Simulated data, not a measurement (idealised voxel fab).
You're looking at the process module voxel self aligned contacts.
The cross-section on display is named cut; it measures 185 nm wide, and its cells are 5 nm squares.
Think of the cross-section as a grid of square cells. We describe it in bands, top to bottom, and each band covers one or more rows of those cells.
It is stipulated that each band's entry specify, in nanometres, the height of the top of the band and then that of its bottom, followed by the materials of the band in left-to-right sequence, each together with its width in nanometres. A single material marked by the word "full width" is understood to fill the band from edge to edge; the word "air" is understood to denote empty space.
Beneath 0, the wafer as received is one material, and that level is where height counting begins. The lowest band goes on downward without a bottom; it is written like "0 -> down".
When a width is written as two numbers, as in "30->40", the first number is the width in the top row of cells of the band and the second is the width in its bottom row, and the width changes by the same amount from each row to the next.
The designation "changes: none", where it is given for a processing step, indicates that no cell of the cross-section was altered in the course of that step.
The list in "Cavities, closed" covers empty spaces of 8 cells or more that cannot reach the top through any open way, and it gives each as width x height at distance; the distance is from the left edge, and width, height and distance are in nm.
It should be noted that, on the line of a given step, the content following the step's settings is a remark produced by the simulator itself with respect to that step.
You can add "overlay nm" to a step's line. For a step with a mask, it describes how far the mask lay to the right of its planned position, and a negative number describes a lay to the left.

List of planned process steps:
1 op RECEIVE | material Si
2 op CONFORMAL_DEP | material SiO2 | thk nm 5
3 op DIRECTIONAL_DEP | material polySi | thk nm 25
4 op DIRECTIONAL_DEP | material SiN | thk nm 15
5 op PATTERN | tone cover | mask id GATE | material resist | width nm 25 | pitch nm 50 | thk nm 20 | overlay nm 0
6 op DIRECTIONAL_ETCH | etch materials SiN | depth nm 15
7 op DIRECTIONAL_ETCH | etch materials polySi | depth nm 25
8 op STRIP | etch materials resist
9 op CONFORMAL_DEP | material SiN | thk nm 5
10 op DIRECTIONAL_ETCH | etch materials SiN | depth nm 5
11 op FILL_DEP | material SiO2 | thk nm 20
12 op CMP | height nm 55
13 op PATTERN | tone open | mask id CONTACT | material resist | width nm 35 | thk nm 15 | overlay nm 0
14 op DIRECTIONAL_ETCH | etch materials SiO2 | depth nm 55
15 op STRIP | etch materials resist
16 op CONFORMAL_DEP | material TiN | thk nm 5
17 op FILL_DEP | material W | thk nm 10
18 op CMP | height nm 55
19 op CONFORMAL_DEP | material SiN | thk nm 5

Incoming wafer, cross-sectional view, post step 1:
* 0 -> down: Si full width
* Cavities, closed: none

Cross-section: first of two wafers, module finished, run according to plan:
* 60 -> 55: SiN full width
* 55 -> 45: 75 of SiO2, 5->15 of TiN, 25->5 of W, 5->15 of TiN, 75 of SiO2
* 45 -> 30: 50 of SiO2, 35 of SiN, 5 of TiN, 5 of W, 5 of TiN, 35 of SiN, 50 of SiO2
* 30 -> 5: 50 of SiO2, 5 of SiN, 25 of polySi, 5 of SiN, 5 of TiN, 5 of W, 5 of TiN, 5 of SiN, 25 of polySi, 5 of SiN, 50 of SiO2
* 5 -> 0: 85 of SiO2, 15 of TiN, 85 of SiO2
* 0 -> down: Si full width
* Cavities, closed: none

End of module, second wafer, cross-section. Started like the first, planned like the first, run with one mistake:
* 60 -> 55: SiN full width
* 55 -> 45: 75 of SiO2, 5 of TiN, 25 of W, 5 of TiN, 75 of SiO2
* 45 -> 40: 75 of SiO2, 15 of TiN, 5 of W, 15 of TiN, 75 of SiO2
* 40 -> 25: 50 of SiO2, 35 of SiN, 5 of TiN, 5 of W, 5 of TiN, 35 of SiN, 50 of SiO2
* 25 -> 5: 50 of SiO2, 5 of SiN, 25 of polySi, 5 of SiN, 5 of TiN, 5 of W, 5 of TiN, 5 of SiN, 25 of polySi, 5 of SiN, 50 of SiO2
* 5 -> 0: 50 of SiO2, 5 of SiN, 25 of polySi, 5 of SiN, 15 of TiN, 5 of SiN, 25 of polySi, 5 of SiN, 50 of SiO2
* 0 -> down: Si full width
* Cavities, closed: none
What went wrong in running the wafer? with respect to the plan, step 2 was omitted and not executed
Final tally in cells, some materials are higher or lower on the second wafer than on the first: SiO2: 4 fewer | W: 4 more
